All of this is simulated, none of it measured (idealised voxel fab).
process module | voxel capacitor over wiring
cross-section cut | 165 nm wide | cells 5 nm
A cross-section is a grid of square cells, given in bands from the top down. A band is one or more rows of cells.
Each band's line starts with the height of the band's top and of its bottom, in nm. Then come its materials from left to right, each with its width in nm. One material with "throughout" fills the band from edge to edge. "air" is empty space.
Height 0 is the level under which the wafer as received is all one material. The lowest band goes on downwards, as in "0 down".
A width such as "30 to 40" changes by the same amount from each row of cells to the next, from the band's top row to its bottom row.
"no change" after a step means that no cell of the cross-section changed.
closed voids: empty space of 8 cells or more with no open way to the top, each as width x height at its distance from the left edge, in nm
after a step's settings: what the simulator itself notes on the step
overlay nm, on a step with a mask: how far to the right of its planned place the mask lay; to the left if negative
plan
1 op RECEIVE | material Si
2 op CONFORMAL_DEP | material SiO2 | thk nm 10
3 op DIRECTIONAL_DEP | material TiN | thk nm 5
4 op DIRECTIONAL_DEP | material W | thk nm 25
5 op PATTERN | tone cover | mask id METAL_1 | material resist | width nm 30 | pitch nm 90 | thk nm 20 | overlay nm 0
6 op DIRECTIONAL_ETCH | etch materials W | depth nm 25
7 op DIRECTIONAL_ETCH | etch materials TiN | depth nm 5
8 op STRIP | etch materials resist
9 op FILL_DEP | material lowk | thk nm 10
10 op CMP | height nm 40
11 op CONFORMAL_DEP | material SiCN | thk nm 5
12 op DIRECTIONAL_DEP | material lowk | thk nm 10
13 op MASKED_ETCH | tone open | mask id PLUG_1 | width nm 15 | etch materials lowk | depth nm 10 | overlay nm 0
14 op MASKED_ETCH | tone open | mask id PLUG_1 | width nm 15 | etch materials SiCN | depth nm 5 | overlay nm 0
15 op CONFORMAL_DEP | material TiN | thk nm 5
16 op FILL_DEP | material Ru | thk nm 5
17 op CMP | height nm 55
18 op DIRECTIONAL_DEP | material TiN | thk nm 10
19 op DIRECTIONAL_DEP | material SiN | thk nm 5
20 op DIRECTIONAL_DEP | material TiN | thk nm 10
21 op DIRECTIONAL_DEP | material aC | thk nm 15
22 op PATTERN | tone cover | mask id UPPER_PLATE | material resist | width nm 65 | thk nm 35 | overlay nm 0
23 op DIRECTIONAL_ETCH | etch materials aC | depth nm 15
24 op STRIP | etch materials resist
25 op DIRECTIONAL_ETCH | etch materials TiN | depth nm 10
26 op DIRECTIONAL_ETCH | etch materials SiN | depth nm 5
27 op STRIP | etch materials aC
28 op MASKED_ETCH | tone cover | mask id LOWER_PLATE | width nm 75 | etch materials TiN | depth nm 10 | overlay nm 0
29 op FILL_DEP | material SiO2 | thk nm 20
30 op CMP | height nm 95
31 op PATTERN | tone open | mask id PLUG_2 | material resist | width nm 15 | thk nm 20 | overlay nm 0
32 op DIRECTIONAL_ETCH | etch materials SiO2 | depth nm 15
33 op STRIP | etch materials resist
34 op CONFORMAL_DEP | material TiN | thk nm 5
35 op FILL_DEP | material Ru | thk nm 10
36 op CMP | height nm 95
37 op CONFORMAL_DEP | material SiN | thk nm 5
first wafer, as planned
as received, after step 1
  0 down: Si throughout
  closed voids: none
after step 2
  10 to 0: SiO2 throughout
  below 0: unchanged
after step 3
  15 to 10: TiN throughout
  below 10: unchanged
after step 4
  40 to 15: W throughout
  below 15: unchanged
after step 5
  60 to 40: air 20 | resist 30 | air 60 | resist 30 | air 25
  below 40: unchanged
after step 6
  60 to 40: air 20 | resist 30 | air 60 | resist 30 | air 25
  40 to 15: air 20 | W 30 | air 60 | W 30 | air 25
  below 15: unchanged
after step 7
  60 to 40: air 20 | resist 30 | air 60 | resist 30 | air 25
  40 to 15: air 20 | W 30 | air 60 | W 30 | air 25
  15 to 10: air 20 | TiN 30 | air 60 | TiN 30 | air 25
  below 10: unchanged
after step 8
  40 to 15: air 20 | W 30 | air 60 | W 30 | air 25
  below 15: unchanged
after step 9
  50 to 40: lowk throughout
  40 to 15: lowk 20 | W 30 | lowk 60 | W 30 | lowk 25
  15 to 10: lowk 20 | TiN 30 | lowk 60 | TiN 30 | lowk 25
  below 10: unchanged
after step 10
  40 to 15: lowk 20 | W 30 | lowk 60 | W 30 | lowk 25
  below 15: unchanged
after step 11
  45 to 40: SiCN throughout
  below 40: unchanged
after step 12
  55 to 45: lowk throughout
  below 45: unchanged
after step 13
  55 to 45: lowk 35 | air 15 | lowk 115
  below 45: unchanged
after step 14
  55 to 45: lowk 35 | air 15 | lowk 115
  45 to 40: SiCN 35 | air 15 | SiCN 115
  below 40: unchanged
after step 15
  60 to 55: TiN 40 | air 5 | TiN 120
  55 to 45: lowk 35 | TiN 5 | air 5 | TiN 5 | lowk 115
  45 to 40: SiCN 35 | TiN 15 | SiCN 115
  below 40: unchanged
after step 16
  65 to 60: Ru throughout
  60 to 55: TiN 40 | Ru 5 | TiN 120
  55 to 45: lowk 35 | TiN 5 | Ru 5 | TiN 5 | lowk 115
  below 45: unchanged
after step 17
  55 to 45: lowk 35 | TiN 5 | Ru 5 | TiN 5 | lowk 115
  below 45: unchanged
after step 18
  65 to 55: TiN throughout
  below 55: unchanged
after step 19
  70 to 65: SiN throughout
  below 65: unchanged
after step 20
  80 to 70: TiN throughout
  below 70: unchanged
after step 21
  95 to 80: aC throughout
  below 80: unchanged
after step 22
  130 to 95: air 35 | resist 65 | air 65
  below 95: unchanged
after step 23
  115 to 95: air 35 | resist 65 | air 65
  95 to 80: air 35 | aC 65 | air 65
  below 80: unchanged
after step 24
  95 to 80: air 35 | aC 65 | air 65
  below 80: unchanged
after step 25
  95 to 80: air 35 | aC 65 | air 65
  80 to 70: air 35 | TiN 65 | air 65
  below 70: unchanged
after step 26
  95 to 80: air 35 | aC 65 | air 65
  80 to 70: air 35 | TiN 65 | air 65
  70 to 65: air 35 | SiN 65 | air 65
  below 65: unchanged
after step 27
  80 to 70: air 35 | TiN 65 | air 65
  below 70: unchanged
after step 28
  80 to 70: air 35 | TiN 65 | air 65
  70 to 65: air 35 | SiN 65 | air 65
  65 to 55: air 30 | TiN 75 | air 60
  below 55: unchanged
after step 29
  100 to 80: SiO2 throughout
  80 to 70: SiO2 35 | TiN 65 | SiO2 65
  70 to 65: SiO2 35 | SiN 65 | SiO2 65
  65 to 55: SiO2 30 | TiN 75 | SiO2 60
  below 55: unchanged
after step 30
  95 to 80: SiO2 throughout
  below 80: unchanged
after step 31
  115 to 95: resist 45 | air 15 | resist 105
  below 95: unchanged
after step 32
  115 to 95: resist 45 | air 15 | resist 105
  95 to 80: SiO2 45 | air 15 | SiO2 105
  below 80: unchanged
after step 33
  95 to 80: SiO2 45 | air 15 | SiO2 105
  below 80: unchanged
after step 34
  100 to 95: TiN 50 | air 5 | TiN 110
  95 to 85: SiO2 45 | TiN 5 | air 5 | TiN 5 | SiO2 105
  85 to 80: SiO2 45 | TiN 15 | SiO2 105
  below 80: unchanged
after step 35
  110 to 100: Ru throughout
  100 to 95: TiN 50 | Ru 5 | TiN 110
  95 to 85: SiO2 45 | TiN 5 | Ru 5 | TiN 5 | SiO2 105
  below 85: unchanged
after step 36
  95 to 85: SiO2 45 | TiN 5 | Ru 5 | TiN 5 | SiO2 105
  below 85: unchanged
after step 37
  100 to 95: SiN throughout
  below 95: unchanged
second wafer: like start, like plan, one mistake. Through step 12 it matches the first wafer
when step 13 should have ended
  55 to 45: air 35 | lowk 15 | air 115
  below 45: unchanged
when step 14 should have ended: no change
when step 15 should have ended
  60 to 55: air 30 | TiN 25 | air 110
  55 to 50: air 30 | TiN 5 | lowk 15 | TiN 5 | air 110
  50 to 45: TiN 35 | lowk 15 | TiN 115
  below 45: unchanged
when step 16 should have ended
  65 to 60: Ru throughout
  60 to 55: Ru 30 | TiN 25 | Ru 110
  55 to 50: Ru 30 | TiN 5 | lowk 15 | TiN 5 | Ru 110
  below 50: unchanged
when step 17 should have ended
  55 to 50: Ru 30 | TiN 5 | lowk 15 | TiN 5 | Ru 110
  below 50: unchanged
when step 18 should have ended
  65 to 55: TiN throughout
  below 55: unchanged
when step 19 should have ended
  70 to 65: SiN throughout
  below 65: unchanged
when step 20 should have ended
  80 to 70: TiN throughout
  below 70: unchanged
when step 21 should have ended
  95 to 80: aC throughout
  below 80: unchanged
when step 22 should have ended
  130 to 95: air 35 | resist 65 | air 65
  below 95: unchanged
when step 23 should have ended
  115 to 95: air 35 | resist 65 | air 65
  95 to 80: air 35 | aC 65 | air 65
  below 80: unchanged
when step 24 should have ended
  95 to 80: air 35 | aC 65 | air 65
  below 80: unchanged
when step 25 should have ended
  95 to 80: air 35 | aC 65 | air 65
  80 to 70: air 35 | TiN 65 | air 65
  below 70: unchanged
when step 26 should have ended
  95 to 80: air 35 | aC 65 | air 65
  80 to 70: air 35 | TiN 65 | air 65
  70 to 65: air 35 | SiN 65 | air 65
  below 65: unchanged
when step 27 should have ended
  80 to 70: air 35 | TiN 65 | air 65
  below 70: unchanged
when step 28 should have ended
  80 to 70: air 35 | TiN 65 | air 65
  70 to 65: air 35 | SiN 65 | air 65
  65 to 55: air 30 | TiN 75 | air 60
  below 55: unchanged
when step 29 should have ended
  100 to 80: SiO2 throughout
  80 to 70: SiO2 35 | TiN 65 | SiO2 65
  70 to 65: SiO2 35 | SiN 65 | SiO2 65
  65 to 55: SiO2 30 | TiN 75 | SiO2 60
  below 55: unchanged
when step 30 should have ended
  95 to 80: SiO2 throughout
  below 80: unchanged
when step 31 should have ended
  115 to 95: resist 45 | air 15 | resist 105
  below 95: unchanged
when step 32 should have ended
  115 to 95: resist 45 | air 15 | resist 105
  95 to 80: SiO2 45 | air 15 | SiO2 105
  below 80: unchanged
when step 33 should have ended
  95 to 80: SiO2 45 | air 15 | SiO2 105
  below 80: unchanged
when step 34 should have ended
  100 to 95: TiN 50 | air 5 | TiN 110
  95 to 85: SiO2 45 | TiN 5 | air 5 | TiN 5 | SiO2 105
  85 to 80: SiO2 45 | TiN 15 | SiO2 105
  below 80: unchanged
when step 35 should have ended
  110 to 100: Ru throughout
  100 to 95: TiN 50 | Ru 5 | TiN 110
  95 to 85: SiO2 45 | TiN 5 | Ru 5 | TiN 5 | SiO2 105
  below 85: unchanged
when step 36 should have ended
  95 to 85: SiO2 45 | TiN 5 | Ru 5 | TiN 5 | SiO2 105
  below 85: unchanged
when step 37 should have ended
  100 to 95: SiN throughout
  below 95: unchanged
what went wrong: step 13 ran as: op MASKED_ETCH | tone cover | mask id PLUG_1 | width nm 15 | etch materials lowk | depth nm 10 | overlay nm 0
at the end the second wafer has, in cells: 26 more of Ru | 3 more of SiCN | 25 more of TiN | 54 fewer of lowk
